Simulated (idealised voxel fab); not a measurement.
Process module in this document: voxel released beams
Cross-sectional view cut (width: 200 nm; square cell size: 5 nm).
Each cross-section below is a grid of square cells, stated as bands in top-down order, with one or more rows of cells making up each band. Heads up on the band format: heights come first, top then bottom, in nm. After that it's the materials left to right, each with its width in nm. A single material flagged "edge to edge" fills the whole band edge to edge, and "air" means there's empty space there. Zero point of the height axis is 0; under it, received wafer = one material. Lowest band: continues down indefinitely, "0 and below". A two-number width, for instance "30..40", indicates that the width is equal to the first number in the top row of the band and to the second number in the bottom row, and that it changes by a constant amount per row of cells. Step marked "left unchanged"? Then no cell in the cross-section changed in it. Trapped void list: empty space of 8 cells or more with no open way to the top, each as width x height at its distance from the left edge, in nm. Note: text after step settings on the step line = simulator remark on that step. On any step carrying a mask, the "overlay nm" setting, if present on the step's line, tells how far right of its planned place the mask lay; negative values point to the left.
## The following list gives the planned process steps
step 1: RECEIVE with material Si
step 2: CONFORMAL_DEP with material SiN, thk nm 5
step 3: DIRECTIONAL_DEP with material SiO2, thk nm 15
step 4: DIRECTIONAL_DEP with material aC, thk nm 15
step 5: PATTERN with tone open, mask id ANCHOR, material resist, width nm 45, thk nm 30, overlay nm 0
step 6: DIRECTIONAL_ETCH with etch materials aC, depth nm 15
step 7: STRIP with etch materials resist
step 8: DIRECTIONAL_ETCH with etch materials SiO2, depth nm 15
step 9: STRIP with etch materials aC
step 10: CONFORMAL_DEP with material W, thk nm 15
step 11: PATTERN with tone cover, mask id BEAM, material resist, width nm 90, thk nm 20, overlay nm 0
step 12: DIRECTIONAL_ETCH with etch materials W, depth nm 15
step 13: STRIP with etch materials resist
step 14: STRIP with etch materials SiO2
## The first of two wafers, run as planned
## Incoming wafer in cross-section (state: after step 1)
> 0 and below | Si edge to edge
> Trapped void list: none
## Presented here is a cross-section of the wafer after step 2 has been performed
> 5 down to 0 | SiN edge to edge
> Unchanged below 0.
## Presented here is a cross-section of the wafer after step 3 has been performed
> 20 down to 5 | SiO2 edge to edge
> Unchanged below 5.
## Presented here is a cross-section of the wafer after step 4 has been performed
> 35 down to 20 | aC edge to edge
> Unchanged below 20.
## Presented here is a cross-section of the wafer after step 5 has been performed
> 65 down to 35 | resist=55, then air=45, then resist=100
> Unchanged below 35.
## Presented here is a cross-section of the wafer after step 6 has been performed
> 50 down to 35 | resist=55, then air=45, then resist=100
> 35 down to 20 | aC=55, then air=45, then aC=100
> Unchanged below 20.
## Presented here is a cross-section of the wafer after step 7 has been performed
> 35 down to 20 | aC=55, then air=45, then aC=100
> Unchanged below 20.
## Presented here is a cross-section of the wafer after step 8 has been performed
> 35 down to 20 | aC=55, then air=45, then aC=100
> 20 down to 5 | SiO2=55, then air=45, then SiO2=100
> Unchanged below 5.
## Presented here is a cross-section of the wafer after step 9 has been performed
> 20 down to 5 | SiO2=55, then air=45, then SiO2=100
> Unchanged below 5.
## Presented here is a cross-section of the wafer after step 10 has been performed
> 35 down to 20 | W=70, then air=15, then W=115
> 20 down to 5 | SiO2=55, then W=45, then SiO2=100
> Unchanged below 5.
## Presented here is a cross-section of the wafer after step 11 has been performed
> 55 down to 35 | air=50, then resist=90, then air=60
> 35 down to 20 | W=70, then resist=15, then W=115
> Unchanged below 20.
## Presented here is a cross-section of the wafer after step 12 has been performed
> 55 down to 35 | air=50, then resist=90, then air=60
> 35 down to 20 | air=50, then W=20, then resist=15, then W=55, then air=60
> Unchanged below 20.
## Presented here is a cross-section of the wafer after step 13 has been performed
> 35 down to 20 | air=50, then W=20, then air=15, then W=55, then air=60
> Unchanged below 20.
## Presented here is a cross-section of the wafer after step 14 has been performed
> 35 down to 20 | air=50, then W=20, then air=15, then W=55, then air=60
> 20 down to 5 | air=55, then W=45, then air=100
> Unchanged below 5.
## second wafer: like start, like plan, one mistake. Through step 9 it matches the first wafer
## Second wafer profile in section, at the moment step 10 of the plan was meant to be complete
> 35 down to 20 | SiN=70, then air=15, then SiN=115
> 20 down to 5 | SiO2=55, then SiN=45, then SiO2=100
> Unchanged below 5.
## Second wafer profile in section, at the moment step 11 of the plan was meant to be complete
> 55 down to 35 | air=50, then resist=90, then air=60
> 35 down to 20 | SiN=70, then resist=15, then SiN=115
> Unchanged below 20.
Second wafer profile in section, at the moment step 12 of the plan was meant to be complete: left unchanged
## Second wafer profile in section, at the moment step 13 of the plan was meant to be complete
> 35 down to 20 | SiN=70, then air=15, then SiN=115
> Unchanged below 20.
Second wafer profile in section, at the moment step 14 of the plan was meant to be complete: left unchanged
What broke from the plan during processing? off-plan run, step 10, actual operation and settings CONFORMAL_DEP with material SiN, thk nm 15
The final cell counts differ between the wafers, with the second having more or fewer of some materials than the first: SiN: 138 more; SiO2: 93 more; W: 72 fewer
